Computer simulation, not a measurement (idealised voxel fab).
process module | voxel transistor to metal
165 nm wide, 5 nm square cells: that's cross-section cut.
In this document a cross-section is written as a grid of square cells. It is given as a series of bands, listed from the top down, and a band is one or more rows of cells. Heads up on the band format: heights come first, top then bottom, in nm. After that it's the materials left to right, each with its width in nm. A single material flagged "edge to edge" fills the whole band edge to edge, and "empty" means there's empty space there. Zero point of the height axis is 0; under it, received wafer = one material. Lowest band: continues down indefinitely, "top 0, no bottom". With a width like "30->40", each row of cells in the band differs from the next by the same amount, the top row carrying the first number and the bottom row the second. "same as before", as given for a step, is the statement that not any cell of the cross-section underwent a change during that step. Basically, "Closed internal cavities" tells you about the enclosed voids: empty spaces with no open way to the top, 8 cells or bigger, each written width x height at distance, where distance is from the left edge, all in nm. Anything after a step's settings on that line? It's the simulator's own note about the step. Steps that use a mask can have "overlay nm" on their line. It says how far the mask sat to the right of where it was meant to be. Negative means to the left.

[List of planned process steps]
1,RECEIVE: material Si
2,CONFORMAL_DEP: material SiO2, thk nm 5
3,CONFORMAL_DEP: material SiN, thk nm 10
4,PATTERN: tone cover, mask id ACTIVE, material resist, width nm 105, thk nm 15, overlay nm 0
5,DIRECTIONAL_ETCH: etch materials SiN, depth nm 10
6,DIRECTIONAL_ETCH: etch materials SiO2, depth nm 5
7,DIRECTIONAL_ETCH: etch materials Si, depth nm 20
8,STRIP: etch materials resist
9,FILL_DEP: material SiO2, thk nm 10
10,CMP: height nm 15
11,SELECTIVE_ETCH: etch materials SiO2, depth nm 5
12,STRIP: etch materials SiN
13,SELECTIVE_ETCH: etch materials SiO2, depth nm 5
14,OXIDIZE: depth nm 5
15,DIRECTIONAL_DEP: material polySi, thk nm 25
16,DIRECTIONAL_DEP: material SiCN, thk nm 10
17,DIRECTIONAL_DEP: material aC, thk nm 15
18,PATTERN: tone cover, mask id GATE, material resist, width nm 15, thk nm 30, overlay nm 0
19,DIRECTIONAL_ETCH: etch materials aC, depth nm 15
20,STRIP: etch materials resist
21,DIRECTIONAL_ETCH: etch materials SiCN, depth nm 20
22,DIRECTIONAL_ETCH: etch materials polySi, depth nm 35
23,STRIP: etch materials aC
24,CONFORMAL_DEP: material SiO2, thk nm 5
25,DIRECTIONAL_ETCH: etch materials SiO2, depth nm 5
26,CONFORMAL_DEP: material SiN, thk nm 5
27,DIRECTIONAL_ETCH: etch materials SiN, depth nm 5
28,DIRECTIONAL_ETCH: etch materials SiO2, depth nm 5
29,EPI: material SiGe, thk nm 5
30,FILL_DEP: material SiO2, thk nm 10
31,CMP: height nm 35
32,DIRECTIONAL_DEP: material SiO2, thk nm 10
33,PATTERN: tone open, mask id CONTACT, material resist, width nm 20, pitch nm 65, thk nm 20, overlay nm 0
34,DIRECTIONAL_ETCH: etch materials SiO2, depth nm 45
35,STRIP: etch materials resist
36,CONFORMAL_DEP: material TiN, thk nm 5
37,FILL_DEP: material Ru, thk nm 5
38,CMP: height nm 45
39,DIRECTIONAL_DEP: material TiN, thk nm 5
40,DIRECTIONAL_DEP: material W, thk nm 20
41,MASKED_ETCH: tone cover, mask id METAL_1, width nm 20, pitch nm 65, etch materials W, depth nm 20, overlay nm 0
42,MASKED_ETCH: tone cover, mask id METAL_1, width nm 20, pitch nm 65, etch materials TiN, depth nm 5, overlay nm 0
43,CONFORMAL_DEP: material SiCN, thk nm 5
44,FILL_DEP: material lowk, thk nm 10
45,CMP: height nm 70
46,CONFORMAL_DEP: material SiN, thk nm 5

[First wafer out of two, processed as planned]

[Cross-section: wafer on arrival = after step 1]
> top 0, no bottom | Si edge to edge
> Closed internal cavities: none

[Wafer xsec, post step 2]
> top 5, bottom 0 | SiO2 edge to edge
> All layers under 0 are left as they were.

[Wafer xsec, post step 3]
> top 15, bottom 5 | SiN edge to edge
> All layers under 5 are left as they were.

[Wafer xsec, post step 4]
> top 30, bottom 15 | empty=30, resist=105, empty=30
> All layers under 15 are left as they were.

[Wafer xsec, post step 5]
> top 30, bottom 15 | empty=30, resist=105, empty=30
> top 15, bottom 5 | empty=30, SiN=105, empty=30
> All layers under 5 are left as they were.

[Wafer xsec, post step 6]
> top 30, bottom 15 | empty=30, resist=105, empty=30
> top 15, bottom 5 | empty=30, SiN=105, empty=30
> top 5, bottom 0 | empty=30, SiO2=105, empty=30
> All layers under 0 are left as they were.

[Wafer xsec, post step 7]
> top 30, bottom 15 | empty=30, resist=105, empty=30
> top 15, bottom 5 | empty=30, SiN=105, empty=30
> top 5, bottom 0 | empty=30, SiO2=105, empty=30
> top 0, bottom -20 | empty=30, Si=105, empty=30
> All layers under -20 are left as they were.

[Wafer xsec, post step 8]
> top 15, bottom 5 | empty=30, SiN=105, empty=30
> All layers under 5 are left as they were.

[Wafer xsec, post step 9]
> top 25, bottom 15 | SiO2 edge to edge
> top 15, bottom 5 | SiO2=30, SiN=105, SiO2=30
> top 5, bottom 0 | SiO2 edge to edge
> top 0, bottom -20 | SiO2=30, Si=105, SiO2=30
> All layers under -20 are left as they were.

[Wafer xsec, post step 10]
> top 15, bottom 5 | SiO2=30, SiN=105, SiO2=30
> All layers under 5 are left as they were.

[Wafer xsec, post step 11]
> top 15, bottom 10 | empty=30, SiN=105, empty=30
> All layers under 10 are left as they were.

[Wafer xsec, post step 12]
> top 10, bottom 5 | SiO2=30, empty=105, SiO2=30
> All layers under 5 are left as they were.

[Wafer xsec, post step 13]
> top 5, bottom 0 | SiO2=25, empty=115, SiO2=25
> All layers under 0 are left as they were.

[Wafer xsec, post step 14]
> top 5, bottom 0 | SiO2=25, empty=115, SiO2=25
> top 0, bottom -5 | SiO2 edge to edge
> All layers under -5 are left as they were.

[Wafer xsec, post step 15]
> top 30, bottom 25 | polySi=25, empty=115, polySi=25
> top 25, bottom 5 | polySi edge to edge
> top 5, bottom 0 | SiO2=25, polySi=115, SiO2=25
> All layers under 0 are left as they were.

[Wafer xsec, post step 16]
> top 40, bottom 35 | SiCN=25, empty=115, SiCN=25
> top 35, bottom 30 | SiCN edge to edge
> top 30, bottom 25 | polySi=25, SiCN=115, polySi=25
> All layers under 25 are left as they were.

[Wafer xsec, post step 17]
> top 55, bottom 50 | aC=25, empty=115, aC=25
> top 50, bottom 40 | aC edge to edge
> top 40, bottom 35 | SiCN=25, aC=115, SiCN=25
> All layers under 35 are left as they were.

[Wafer xsec, post step 18]
> top 85, bottom 55 | empty=75, resist=15, empty=75
> top 55, bottom 50 | aC=25, empty=50, resist=15, empty=50, aC=25
> All layers under 50 are left as they were.

[Wafer xsec, post step 19]
> top 70, bottom 50 | empty=75, resist=15, empty=75
> top 50, bottom 40 | empty=75, aC=15, empty=75
> top 40, bottom 35 | SiCN=25, empty=50, aC=15, empty=50, SiCN=25
> All layers under 35 are left as they were.

[Wafer xsec, post step 20]
> top 50, bottom 40 | empty=75, aC=15, empty=75
> All layers under 40 are left as they were.

[Wafer xsec, post step 21]
> top 50, bottom 35 | empty=75, aC=15, empty=75
> top 35, bottom 30 | empty=75, SiCN=15, empty=75
> top 30, bottom 25 | polySi=25, empty=50, SiCN=15, empty=50, polySi=25
> All layers under 25 are left as they were.

[Wafer xsec, post step 22]
> top 50, bottom 35 | empty=75, aC=15, empty=75
> top 35, bottom 25 | empty=75, SiCN=15, empty=75
> top 25, bottom 5 | empty=75, polySi=15, empty=75
> top 5, bottom 0 | SiO2=25, empty=50, polySi=15, empty=50, SiO2=25
> All layers under 0 are left as they were.

[Wafer xsec, post step 23]
> top 35, bottom 25 | empty=75, SiCN=15, empty=75
> All layers under 25 are left as they were.

[Wafer xsec, post step 24]
> top 40, bottom 35 | empty=70, SiO2=25, empty=70
> top 35, bottom 25 | empty=70, SiO2=5, SiCN=15, SiO2=5, empty=70
> top 25, bottom 10 | empty=70, SiO2=5, polySi=15, SiO2=5, empty=70
> top 10, bottom 5 | SiO2=30, empty=40, SiO2=5, polySi=15, SiO2=5, empty=40, SiO2=30
> top 5, bottom 0 | SiO2=75, polySi=15, SiO2=75
> All layers under 0 are left as they were.

[Wafer xsec, post step 25]
> top 35, bottom 25 | empty=70, SiO2=5, SiCN=15, SiO2=5, empty=70
> top 25, bottom 5 | empty=70, SiO2=5, polySi=15, SiO2=5, empty=70
> top 5, bottom 0 | SiO2=30, empty=40, SiO2=5, polySi=15, SiO2=5, empty=40, SiO2=30
> All layers under 0 are left as they were.

[Wafer xsec, post step 26]
> top 40, bottom 35 | empty=65, SiN=35, empty=65
> top 35, bottom 25 | empty=65, SiN=5, SiO2=5, SiCN=15, SiO2=5, SiN=5, empty=65
> top 25, bottom 10 | empty=65, SiN=5, SiO2=5, polySi=15, SiO2=5, SiN=5, empty=65
> top 10, bottom 5 | SiN=35, empty=30, SiN=5, SiO2=5, polySi=15, SiO2=5, SiN=5, empty=30, SiN=35
> top 5, bottom 0 | SiO2=30, SiN=40, SiO2=5, polySi=15, SiO2=5, SiN=40, SiO2=30
> All layers under 0 are left as they were.

[Wafer xsec, post step 27]
> top 35, bottom 25 | empty=65, SiN=5, SiO2=5, SiCN=15, SiO2=5, SiN=5, empty=65
> top 25, bottom 5 | empty=65, SiN=5, SiO2=5, polySi=15, SiO2=5, SiN=5, empty=65
> top 5, bottom 0 | SiO2=30, SiN=5, empty=30, SiN=5, SiO2=5, polySi=15, SiO2=5, SiN=5, empty=30, SiN=5, SiO2=30
> All layers under 0 are left as they were.

[Wafer xsec, post step 28]
> top 35, bottom 30 | empty=65, SiN=5, empty=5, SiCN=15, empty=5, SiN=5, empty=65
> top 30, bottom 25 | empty=65, SiN=5, SiO2=5, SiCN=15, SiO2=5, SiN=5, empty=65
> top 25, bottom 5 | empty=65, SiN=5, SiO2=5, polySi=15, SiO2=5, SiN=5, empty=65
> top 5, bottom 0 | empty=30, SiN=5, empty=30, SiN=5, SiO2=5, polySi=15, SiO2=5, SiN=5, empty=30, SiN=5, empty=30
> top 0, bottom -5 | SiO2=35, empty=30, SiO2=35, empty=30, SiO2=35
> All layers under -5 are left as they were.

[Wafer xsec, post step 29]
> top 35, bottom 30 | empty=65, SiN=5, empty=5, SiCN=15, empty=5, SiN=5, empty=65
> top 30, bottom 25 | empty=65, SiN=5, SiO2=5, SiCN=15, SiO2=5, SiN=5, empty=65
> top 25, bottom 5 | empty=65, SiN=5, SiO2=5, polySi=15, SiO2=5, SiN=5, empty=65
> top 5, bottom 0 | empty=30, SiN=5, empty=30, SiN=5, SiO2=5, polySi=15, SiO2=5, SiN=5, empty=30, SiN=5, empty=30
> top 0, bottom -5 | SiO2=35, SiGe=30, SiO2=35, SiGe=30, SiO2=35
> All layers under -5 are left as they were.

[Wafer xsec, post step 30]
> top 45, bottom 35 | SiO2 edge to edge
> top 35, bottom 25 | SiO2=65, SiN=5, SiO2=5, SiCN=15, SiO2=5, SiN=5, SiO2=65
> top 25, bottom 5 | SiO2=65, SiN=5, SiO2=5, polySi=15, SiO2=5, SiN=5, SiO2=65
> top 5, bottom 0 | SiO2=30, SiN=5, SiO2=30, SiN=5, SiO2=5, polySi=15, SiO2=5, SiN=5, SiO2=30, SiN=5, SiO2=30
> All layers under 0 are left as they were.

[Wafer xsec, post step 31]
> top 35, bottom 25 | SiO2=65, SiN=5, SiO2=5, SiCN=15, SiO2=5, SiN=5, SiO2=65
> All layers under 25 are left as they were.

[Wafer xsec, post step 32]
> top 45, bottom 35 | SiO2 edge to edge
> All layers under 35 are left as they were.

[Wafer xsec, post step 33]
> top 65, bottom 45 | resist=40, empty=20, resist=45, empty=20, resist=40
> All layers under 45 are left as they were.

[Wafer xsec, post step 34]
> top 65, bottom 45 | resist=40, empty=20, resist=45, empty=20, resist=40
> top 45, bottom 35 | SiO2=40, empty=20, SiO2=45, empty=20, SiO2=40
> top 35, bottom 25 | SiO2=40, empty=20, SiO2=5, SiN=5, SiO2=5, SiCN=15, SiO2=5, SiN=5, SiO2=5, empty=20, SiO2=40
> top 25, bottom 5 | SiO2=40, empty=20, SiO2=5, SiN=5, SiO2=5, polySi=15, SiO2=5, SiN=5, SiO2=5, empty=20, SiO2=40
> top 5, bottom 0 | SiO2=30, SiN=5, SiO2=5, empty=20, SiO2=5, SiN=5, SiO2=5, polySi=15, SiO2=5, SiN=5, SiO2=5, empty=20, SiO2=5, SiN=5, SiO2=30
> All layers under 0 are left as they were.

[Wafer xsec, post step 35]
> top 45, bottom 35 | SiO2=40, empty=20, SiO2=45, empty=20, SiO2=40
> All layers under 35 are left as they were.

[Wafer xsec, post step 36]
> top 50, bottom 45 | TiN=45, empty=10, TiN=55, empty=10, TiN=45
> top 45, bottom 35 | SiO2=40, TiN=5, empty=10, TiN=5, SiO2=45, TiN=5, empty=10, TiN=5, SiO2=40
> top 35, bottom 25 | SiO2=40, TiN=5, empty=10, TiN=5, SiO2=5, SiN=5, SiO2=5, SiCN=15, SiO2=5, SiN=5, SiO2=5, TiN=5, empty=10, TiN=5, SiO2=40
> top 25, bottom 5 | SiO2=40, TiN=5, empty=10, TiN=5, SiO2=5, SiN=5, SiO2=5, polySi=15, SiO2=5, SiN=5, SiO2=5, TiN=5, empty=10, TiN=5, SiO2=40
> top 5, bottom 0 | SiO2=30, SiN=5, SiO2=5, TiN=20, SiO2=5, SiN=5, SiO2=5, polySi=15, SiO2=5, SiN=5, SiO2=5, TiN=20, SiO2=5, SiN=5, SiO2=30
> All layers under 0 are left as they were.

[Wafer xsec, post step 37]
> top 55, bottom 50 | Ru edge to edge
> top 50, bottom 45 | TiN=45, Ru=10, TiN=55, Ru=10, TiN=45
> top 45, bottom 35 | SiO2=40, TiN=5, Ru=10, TiN=5, SiO2=45, TiN=5, Ru=10, TiN=5, SiO2=40
> top 35, bottom 25 | SiO2=40, TiN=5, Ru=10, TiN=5, SiO2=5, SiN=5, SiO2=5, SiCN=15, SiO2=5, SiN=5, SiO2=5, TiN=5, Ru=10, TiN=5, SiO2=40
> top 25, bottom 5 | SiO2=40, TiN=5, Ru=10, TiN=5, SiO2=5, SiN=5, SiO2=5, polySi=15, SiO2=5, SiN=5, SiO2=5, TiN=5, Ru=10, TiN=5, SiO2=40
> All layers under 5 are left as they were.

[Wafer xsec, post step 38]
> top 45, bottom 35 | SiO2=40, TiN=5, Ru=10, TiN=5, SiO2=45, TiN=5, Ru=10, TiN=5, SiO2=40
> All layers under 35 are left as they were.

[Wafer xsec, post step 39]
> top 50, bottom 45 | TiN edge to edge
> All layers under 45 are left as they were.

[Wafer xsec, post step 40]
> top 70, bottom 50 | W edge to edge
> All layers under 50 are left as they were.

[Wafer xsec, post step 41]
> top 70, bottom 50 | empty=40, W=20, empty=45, W=20, empty=40
> All layers under 50 are left as they were.

[Wafer xsec, post step 42]
> top 70, bottom 50 | empty=40, W=20, empty=45, W=20, empty=40
> top 50, bottom 45 | empty=40, TiN=20, empty=45, TiN=20, empty=40
> All layers under 45 are left as they were.

[Wafer xsec, post step 43]
> top 75, bottom 70 | empty=35, SiCN=30, empty=35, SiCN=30, empty=35
> top 70, bottom 50 | empty=35, SiCN=5, W=20, SiCN=5, empty=35, SiCN=5, W=20, SiCN=5, empty=35
> top 50, bottom 45 | SiCN=40, TiN=20, SiCN=45, TiN=20, SiCN=40
> All layers under 45 are left as they were.

[Wafer xsec, post step 44]
> top 85, bottom 75 | lowk edge to edge
> top 75, bottom 70 | lowk=35, SiCN=30, lowk=35, SiCN=30, lowk=35
> top 70, bottom 50 | lowk=35, SiCN=5, W=20, SiCN=5, lowk=35, SiCN=5, W=20, SiCN=5, lowk=35
> All layers under 50 are left as they were.

[Wafer xsec, post step 45]
> top 70, bottom 50 | lowk=35, SiCN=5, W=20, SiCN=5, lowk=35, SiCN=5, W=20, SiCN=5, lowk=35
> All layers under 50 are left as they were.

[Wafer xsec, post step 46]
> top 75, bottom 70 | SiN edge to edge
> All layers under 70 are left as they were.

[Second of two: same start, same plan, one run error; steps up to and including 15 match the first]

[Cross-section of the second wafer corresponding to the planned conclusion of step 16]
> top 35, bottom 30 | SiCN=25, empty=115, SiCN=25
> top 30, bottom 25 | polySi=25, SiCN=115, polySi=25
> All layers under 25 are left as they were.

[Cross-section of the second wafer corresponding to the planned conclusion of step 17]
> top 50, bottom 45 | aC=25, empty=115, aC=25
> top 45, bottom 35 | aC edge to edge
> top 35, bottom 30 | SiCN=25, aC=115, SiCN=25
> All layers under 30 are left as they were.

[Cross-section of the second wafer corresponding to the planned conclusion of step 18]
> top 80, bottom 50 | empty=75, resist=15, empty=75
> top 50, bottom 45 | aC=25, empty=50, resist=15, empty=50, aC=25
> All layers under 45 are left as they were.

[Cross-section of the second wafer corresponding to the planned conclusion of step 19]
> top 65, bottom 45 | empty=75, resist=15, empty=75
> top 45, bottom 35 | empty=75, aC=15, empty=75
> top 35, bottom 30 | SiCN=25, empty=50, aC=15, empty=50, SiCN=25
> All layers under 30 are left as they were.

[Cross-section of the second wafer corresponding to the planned conclusion of step 20]
> top 45, bottom 35 | empty=75, aC=15, empty=75
> All layers under 35 are left as they were.

[Cross-section of the second wafer corresponding to the planned conclusion of step 21]
> top 45, bottom 30 | empty=75, aC=15, empty=75
> top 30, bottom 25 | polySi=25, empty=50, SiCN=15, empty=50, polySi=25
> All layers under 25 are left as they were.

[Cross-section of the second wafer corresponding to the planned conclusion of step 22]
> top 45, bottom 30 | empty=75, aC=15, empty=75
> top 30, bottom 25 | empty=75, SiCN=15, empty=75
> top 25, bottom 5 | empty=75, polySi=15, empty=75
> top 5, bottom 0 | SiO2=25, empty=50, polySi=15, empty=50, SiO2=25
> All layers under 0 are left as they were.

[Cross-section of the second wafer corresponding to the planned conclusion of step 23]
> top 30, bottom 25 | empty=75, SiCN=15, empty=75
> All layers under 25 are left as they were.

[Cross-section of the second wafer corresponding to the planned conclusion of step 24]
> top 35, bottom 30 | empty=70, SiO2=25, empty=70
> top 30, bottom 25 | empty=70, SiO2=5, SiCN=15, SiO2=5, empty=70
> top 25, bottom 10 | empty=70, SiO2=5, polySi=15, SiO2=5, empty=70
> top 10, bottom 5 | SiO2=30, empty=40, SiO2=5, polySi=15, SiO2=5, empty=40, SiO2=30
> top 5, bottom 0 | SiO2=75, polySi=15, SiO2=75
> All layers under 0 are left as they were.

[Cross-section of the second wafer corresponding to the planned conclusion of step 25]
> top 30, bottom 25 | empty=70, SiO2=5, SiCN=15, SiO2=5, empty=70
> top 25, bottom 5 | empty=70, SiO2=5, polySi=15, SiO2=5, empty=70
> top 5, bottom 0 | SiO2=30, empty=40, SiO2=5, polySi=15, SiO2=5, empty=40, SiO2=30
> All layers under 0 are left as they were.

[Cross-section of the second wafer corresponding to the planned conclusion of step 26]
> top 35, bottom 30 | empty=65, SiN=35, empty=65
> top 30, bottom 25 | empty=65, SiN=5, SiO2=5, SiCN=15, SiO2=5, SiN=5, empty=65
> top 25, bottom 10 | empty=65, SiN=5, SiO2=5, polySi=15, SiO2=5, SiN=5, empty=65
> top 10, bottom 5 | SiN=35, empty=30, SiN=5, SiO2=5, polySi=15, SiO2=5, SiN=5, empty=30, SiN=35
> top 5, bottom 0 | SiO2=30, SiN=40, SiO2=5, polySi=15, SiO2=5, SiN=40, SiO2=30
> All layers under 0 are left as they were.

[Cross-section of the second wafer corresponding to the planned conclusion of step 27]
> top 30, bottom 25 | empty=65, SiN=5, SiO2=5, SiCN=15, SiO2=5, SiN=5, empty=65
> top 25, bottom 5 | empty=65, SiN=5, SiO2=5, polySi=15, SiO2=5, SiN=5, empty=65
> top 5, bottom 0 | SiO2=30, SiN=5, empty=30, SiN=5, SiO2=5, polySi=15, SiO2=5, SiN=5, empty=30, SiN=5, SiO2=30
> All layers under 0 are left as they were.

[Cross-section of the second wafer corresponding to the planned conclusion of step 28]
> top 30, bottom 25 | empty=65, SiN=5, empty=5, SiCN=15, empty=5, SiN=5, empty=65
> top 25, bottom 5 | empty=65, SiN=5, SiO2=5, polySi=15, SiO2=5, SiN=5, empty=65
> top 5, bottom 0 | empty=30, SiN=5, empty=30, SiN=5, SiO2=5, polySi=15, SiO2=5, SiN=5, empty=30, SiN=5, empty=30
> top 0, bottom -5 | SiO2=35, empty=30, SiO2=35, empty=30, SiO2=35
> All layers under -5 are left as they were.

[Cross-section of the second wafer corresponding to the planned conclusion of step 29]
> top 30, bottom 25 | empty=65, SiN=5, empty=5, SiCN=15, empty=5, SiN=5, empty=65
> top 25, bottom 5 | empty=65, SiN=5, SiO2=5, polySi=15, SiO2=5, SiN=5, empty=65
> top 5, bottom 0 | empty=30, SiN=5, empty=30, SiN=5, SiO2=5, polySi=15, SiO2=5, SiN=5, empty=30, SiN=5, empty=30
> top 0, bottom -5 | SiO2=35, SiGe=30, SiO2=35, SiGe=30, SiO2=35
> All layers under -5 are left as they were.

[Cross-section of the second wafer corresponding to the planned conclusion of step 30]
> top 40, bottom 30 | SiO2 edge to edge
> top 30, bottom 25 | SiO2=65, SiN=5, SiO2=5, SiCN=15, SiO2=5, SiN=5, SiO2=65
> top 25, bottom 5 | SiO2=65, SiN=5, SiO2=5, polySi=15, SiO2=5, SiN=5, SiO2=65
> top 5, bottom 0 | SiO2=30, SiN=5, SiO2=30, SiN=5, SiO2=5, polySi=15, SiO2=5, SiN=5, SiO2=30, SiN=5, SiO2=30
> All layers under 0 are left as they were.

[Cross-section of the second wafer corresponding to the planned conclusion of step 31]
> top 35, bottom 30 | SiO2 edge to edge
> All layers under 30 are left as they were.

[Cross-section of the second wafer corresponding to the planned conclusion of step 32]
> top 45, bottom 30 | SiO2 edge to edge
> All layers under 30 are left as they were.

[Cross-section of the second wafer corresponding to the planned conclusion of step 33]
> top 65, bottom 45 | resist=40, empty=20, resist=45, empty=20, resist=40
> All layers under 45 are left as they were.

[Cross-section of the second wafer corresponding to the planned conclusion of step 34]
> top 65, bottom 45 | resist=40, empty=20, resist=45, empty=20, resist=40
> top 45, bottom 30 | SiO2=40, empty=20, SiO2=45, empty=20, SiO2=40
> top 30, bottom 25 | SiO2=40, empty=20, SiO2=5, SiN=5, SiO2=5, SiCN=15, SiO2=5, SiN=5, SiO2=5, empty=20, SiO2=40
> top 25, bottom 5 | SiO2=40, empty=20, SiO2=5, SiN=5, SiO2=5, polySi=15, SiO2=5, SiN=5, SiO2=5, empty=20, SiO2=40
> top 5, bottom 0 | SiO2=30, SiN=5, SiO2=5, empty=20, SiO2=5, SiN=5, SiO2=5, polySi=15, SiO2=5, SiN=5, SiO2=5, empty=20, SiO2=5, SiN=5, SiO2=30
> All layers under 0 are left as they were.

[Cross-section of the second wafer corresponding to the planned conclusion of step 35]
> top 45, bottom 30 | SiO2=40, empty=20, SiO2=45, empty=20, SiO2=40
> All layers under 30 are left as they were.

[Cross-section of the second wafer corresponding to the planned conclusion of step 36]
> top 50, bottom 45 | TiN=45, empty=10, TiN=55, empty=10, TiN=45
> top 45, bottom 30 | SiO2=40, TiN=5, empty=10, TiN=5, SiO2=45, TiN=5, empty=10, TiN=5, SiO2=40
> top 30, bottom 25 | SiO2=40, TiN=5, empty=10, TiN=5, SiO2=5, SiN=5, SiO2=5, SiCN=15, SiO2=5, SiN=5, SiO2=5, TiN=5, empty=10, TiN=5, SiO2=40
> top 25, bottom 5 | SiO2=40, TiN=5, empty=10, TiN=5, SiO2=5, SiN=5, SiO2=5, polySi=15, SiO2=5, SiN=5, SiO2=5, TiN=5, empty=10, TiN=5, SiO2=40
> top 5, bottom 0 | SiO2=30, SiN=5, SiO2=5, TiN=20, SiO2=5, SiN=5, SiO2=5, polySi=15, SiO2=5, SiN=5, SiO2=5, TiN=20, SiO2=5, SiN=5, SiO2=30
> All layers under 0 are left as they were.

[Cross-section of the second wafer corresponding to the planned conclusion of step 37]
> top 55, bottom 50 | Ru edge to edge
> top 50, bottom 45 | TiN=45, Ru=10, TiN=55, Ru=10, TiN=45
> top 45, bottom 30 | SiO2=40, TiN=5, Ru=10, TiN=5, SiO2=45, TiN=5, Ru=10, TiN=5, SiO2=40
> top 30, bottom 25 | SiO2=40, TiN=5, Ru=10, TiN=5, SiO2=5, SiN=5, SiO2=5, SiCN=15, SiO2=5, SiN=5, SiO2=5, TiN=5, Ru=10, TiN=5, SiO2=40
> top 25, bottom 5 | SiO2=40, TiN=5, Ru=10, TiN=5, SiO2=5, SiN=5, SiO2=5, polySi=15, SiO2=5, SiN=5, SiO2=5, TiN=5, Ru=10, TiN=5, SiO2=40
> All layers under 5 are left as they were.

[Cross-section of the second wafer corresponding to the planned conclusion of step 38]
> top 45, bottom 30 | SiO2=40, TiN=5, Ru=10, TiN=5, SiO2=45, TiN=5, Ru=10, TiN=5, SiO2=40
> All layers under 30 are left as they were.

[Cross-section of the second wafer corresponding to the planned conclusion of step 39]
> top 50, bottom 45 | TiN edge to edge
> All layers under 45 are left as they were.

[Cross-section of the second wafer corresponding to the planned conclusion of step 40]
> top 70, bottom 50 | W edge to edge
> All layers under 50 are left as they were.

[Cross-section of the second wafer corresponding to the planned conclusion of step 41]
> top 70, bottom 50 | empty=40, W=20, empty=45, W=20, empty=40
> All layers under 50 are left as they were.

[Cross-section of the second wafer corresponding to the planned conclusion of step 42]
> top 70, bottom 50 | empty=40, W=20, empty=45, W=20, empty=40
> top 50, bottom 45 | empty=40, TiN=20, empty=45, TiN=20, empty=40
> All layers under 45 are left as they were.

[Cross-section of the second wafer corresponding to the planned conclusion of step 43]
> top 75, bottom 70 | empty=35, SiCN=30, empty=35, SiCN=30, empty=35
> top 70, bottom 50 | empty=35, SiCN=5, W=20, SiCN=5, empty=35, SiCN=5, W=20, SiCN=5, empty=35
> top 50, bottom 45 | SiCN=40, TiN=20, SiCN=45, TiN=20, SiCN=40
> All layers under 45 are left as they were.

[Cross-section of the second wafer corresponding to the planned conclusion of step 44]
> top 85, bottom 75 | lowk edge to edge
> top 75, bottom 70 | lowk=35, SiCN=30, lowk=35, SiCN=30, lowk=35
> top 70, bottom 50 | lowk=35, SiCN=5, W=20, SiCN=5, lowk=35, SiCN=5, W=20, SiCN=5, lowk=35
> All layers under 50 are left as they were.

[Cross-section of the second wafer corresponding to the planned conclusion of step 45]
> top 70, bottom 50 | lowk=35, SiCN=5, W=20, SiCN=5, lowk=35, SiCN=5, W=20, SiCN=5, lowk=35
> All layers under 50 are left as they were.

[Cross-section of the second wafer corresponding to the planned conclusion of step 46]
> top 75, bottom 70 | SiN edge to edge
> All layers under 70 are left as they were.
Processing error: step 16 changed vs plan, executed as DIRECTIONAL_DEP: material SiCN, thk nm 5
Cell-count delta at end, second wafer over first, by material: SiCN -3 | SiN -2 | SiO2 +5
